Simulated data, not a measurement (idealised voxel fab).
process module | voxel double patterning
cross-section cut | 265 nm wide | cells 5 nm
A cross-section is a grid of square cells, given in bands from the top down. A band is one or more rows of cells.
Each band's line starts with the height of the band's top and of its bottom, in nm. Then come its materials from left to right, each with its width in nm. One material with "throughout" fills the band from edge to edge. "air" is empty space.
Height 0 is the level under which the wafer as received is all one material. The lowest band goes on downwards, as in "0 down".
A width such as "30 to 40" changes by the same amount from each row of cells to the next, from the band's top row to its bottom row.
"no change" after a step means that no cell of the cross-section changed.
closed voids: empty space of 8 cells or more with no open way to the top, each as width x height at its distance from the left edge, in nm
after a step's settings: what the simulator itself notes on the step
overlay nm, on a step with a mask: how far to the right of its planned place the mask lay; to the left if negative
plan
1 op RECEIVE | material Si
2 op CONFORMAL_DEP | material SiO2 | thk nm 10
3 op DIRECTIONAL_DEP | material W | thk nm 20
4 op DIRECTIONAL_DEP | material SiCN | thk nm 10
5 op DIRECTIONAL_DEP | material aC | thk nm 10
6 op PATTERN | tone open | mask id FIRST | material resist | width nm 15 | pitch nm 50 | thk nm 30 | overlay nm 0
7 op DIRECTIONAL_ETCH | etch materials aC | depth nm 10
8 op STRIP | etch materials resist
9 op DIRECTIONAL_ETCH | etch materials SiCN | depth nm 10
10 op STRIP | etch materials aC
11 op MASKED_ETCH | tone open | mask id SECOND | width nm 15 | etch materials SiCN | depth nm 10 | overlay nm 0
12 op DIRECTIONAL_ETCH | etch materials W | depth nm 20
13 op STRIP | etch materials SiCN
as received, after step 1
  0 down: Si throughout
  closed voids: none
a wafer at the end: this start, this plan, one mistake
  20 to 0: W 100 | air 15 | W 10 | air 15 | W 10 | air 15 | W 100
  0 down: Si throughout
  closed voids: none
what went wrong: step 2 was left out
